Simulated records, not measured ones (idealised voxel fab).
The process module that follows is named voxel air gaps.
Cross-sectional view cut (width: 235 nm; square cell size: 5 nm).
Bands, listed from the top down, are how a cross-section gets written in this document; the cross-section itself is a grid of square cells, and a band is one or more rows of them. Per band: top height and bottom height in nm, followed by the left-to-right materials and their widths in nm; "full width" marks a single material spanning edge to edge, "empty" marks empty space. Below 0: as-received wafer, all one material; heights counted from there. Lowest band: no bottom, goes on down, written "0..down". It should be noted that a width expressed as "30 to 40" varies in equal increments from row to row of cells within the band, taking the value of the first number at the top row and that of the second number at the bottom row. You'll sometimes find "nothing got changed" written for a step, and that's the way of saying that nowhere in the cross-section did a cell change during that step. So "Sealed void inventory" is basically the list of trapped voids: any empty space of 8 cells or more that can't reach the top through an opening. They're written width x height at distance, the distance being from the left edge, and it's all nm. On a step's line, text after the settings is the simulator commenting on that step. You can add "overlay nm" to a step's line. For a step with a mask, it describes how far the mask lay to the right of its planned position, and a negative number describes a lay to the left.
# The steps planned for the process are as follows
1,op RECEIVE | material Si
2,op CONFORMAL_DEP | material SiO2 | thk nm 15
3,op CONFORMAL_DEP | material SiCN | thk nm 5
4,op DIRECTIONAL_DEP | material SiO2 | thk nm 35
5,op DIRECTIONAL_DEP | material aC | thk nm 10
6,op PATTERN | tone open | mask id LINES | material resist | width nm 25 | pitch nm 50 | thk nm 25 | overlay nm 0
7,op DIRECTIONAL_ETCH | etch materials aC | depth nm 10
8,op STRIP | etch materials resist
9,op DIRECTIONAL_ETCH | etch materials SiO2 | depth nm 35
10,op STRIP | etch materials aC
11,op CONFORMAL_DEP | material TiN | thk nm 5
12,op FILL_DEP | material Cu | thk nm 10
13,op CMP | height nm 55
14,op EPI | material Ru | thk nm 10
15,op SELECTIVE_ETCH | etch materials SiO2 | depth nm 45
16,op CONFORMAL_DEP | material SiCN | thk nm 5
# Cross-section of the wafer at receipt, which is the condition after step 1
    0..down  Si full width
    Sealed void inventory: none
# Cross-section: first of two wafers, module finished, run according to plan
    70..65  empty=40, SiCN=155, empty=40
    65..55  empty=40, SiCN=5, Ru=45, SiCN=5, Ru=45, SiCN=5, Ru=45, SiCN=5, empty=40
    55..50  empty=40, SiCN=15, TiN=5, Cu=15, TiN=5, SiCN=25, TiN=5, Cu=15, TiN=5, SiCN=25, TiN=5, Cu=15, TiN=5, SiCN=15, empty=40
    50..25  empty=50, SiCN=5, TiN=5, Cu=15, TiN=5, SiCN=5, empty=15, SiCN=5, TiN=5, Cu=15, TiN=5, SiCN=5, empty=15, SiCN=5, TiN=5, Cu=15, TiN=5, SiCN=5, empty=50
    25..20  SiCN=55, TiN=25, SiCN=25, TiN=25, SiCN=25, TiN=25, SiCN=55
    20..15  SiCN full width
    15..0  SiO2 full width
    0..down  Si full width
    Sealed void inventory: 15 x 25 at 85; 15 x 25 at 135
# What the second wafer looks like in cross-section once the module is done. Its start and its plan matched the first wafer's exactly; what differed was one mistake in how it was run
    70..65  SiCN full width
    65..55  Ru full width
    55..50  TiN=60, Cu=15, TiN=35, Cu=15, TiN=35, Cu=15, TiN=60
    50..20  SiO2=55, TiN=5, Cu=15, TiN=5, SiO2=25, TiN=5, Cu=15, TiN=5, SiO2=25, TiN=5, Cu=15, TiN=5, SiO2=55
    20..15  SiO2=55, TiN=25, SiO2=25, TiN=25, SiO2=25, TiN=25, SiO2=55
    15..0  SiO2 full width
    0..down  Si full width
    Sealed void inventory: none
The mistake made against the process plan was this: plan step 3: skipped, not run
Heads up, by the end the second wafer has more or fewer cells of some materials compared to the first: 9 more of Cu; 40 more of Ru; 117 fewer of SiCN; 224 more of SiO2; 38 more of TiN
closed voids at the end (first wafer, second wafer): 2, 0
